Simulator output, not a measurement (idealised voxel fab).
Name of the process module below: voxel fin reveal
215 nm wide, 5 nm square cells: that's cross-section cut.
If you're reading a cross-section in this doc, picture square cells in a grid; it comes to you as bands, top ones listed first down to the bottom, and a band can be one or more rows of cells.
Per band: top height and bottom height in nm, followed by the left-to-right materials and their widths in nm; "all across" marks a single material spanning edge to edge, "blank" marks empty space.
We count height from 0. Below that, the starting wafer is all one material. The lowest band never ends at the bottom but goes on down; see "top 0, no bottom" for how that is written.
A width given as "30->40" starts at the first number in the band's top row and ends at the second number in its bottom row, shifting by an equal amount at every step from row to row.
Step marked "nothing was modified"? Then no cell in the cross-section changed in it.
Each empty space that has no open way to the top and spans at least 8 cells appears under "Trapped void list" as width x height at distance, the distance counted from the left edge, all in nm.
Past the settings on a step's line: simulator remark, on that step.
When a step includes a mask, the "overlay nm" setting on its line states how far to the right of its planned place that mask lay, and negative values state how far to the left.

Planned process steps
1) RECEIVE with material Si
2) CONFORMAL_DEP with material SiN, thk nm 5
3) PATTERN with tone cover, mask id FINS, material resist, width nm 15, pitch nm 40, thk nm 15, overlay nm 0
4) DIRECTIONAL_ETCH with etch materials SiN, depth nm 5
5) DIRECTIONAL_ETCH with etch materials Si, depth nm 40
6) STRIP with etch materials resist
7) FILL_DEP with material SiO2, thk nm 15
8) CMP with height nm 5
9) SELECTIVE_ETCH with etch materials SiO2, depth nm 15
10) STRIP with etch materials SiN

Cross-section: wafer on arrival = after step 1
- top 0, no bottom  Si all across
- Trapped void list: none

As-planned run: cross-section of the first of two wafers at end of module
- top 0, bottom -10  blank: 60 | Si: 15 | blank: 25 | Si: 15 | blank: 25 | Si: 15 | blank: 60
- top -10, bottom -40  SiO2: 60 | Si: 15 | SiO2: 25 | Si: 15 | SiO2: 25 | Si: 15 | SiO2: 60
- top -40, no bottom  Si all across
- Trapped void list: none

Second wafer through the module, sectioned at the end: same beginning and same plan as the first wafer, with one mistake in carrying it out
- top 0, bottom -10  Si: 60 | blank: 15 | Si: 25 | blank: 15 | Si: 25 | blank: 15 | Si: 60
- top -10, bottom -40  Si: 60 | SiO2: 15 | Si: 25 | SiO2: 15 | Si: 25 | SiO2: 15 | Si: 60
- top -40, no bottom  Si all across
- Trapped void list: none
what went wrong: heads up, step 3 didn't go per plan, it actually ran as PATTERN with tone open, mask id FINS, material resist, width nm 15, pitch nm 40, thk nm 15, overlay nm 0
End of process, cell counts, second wafer against first, materials with more or fewer: Si: 200 more | SiO2: 150 fewer
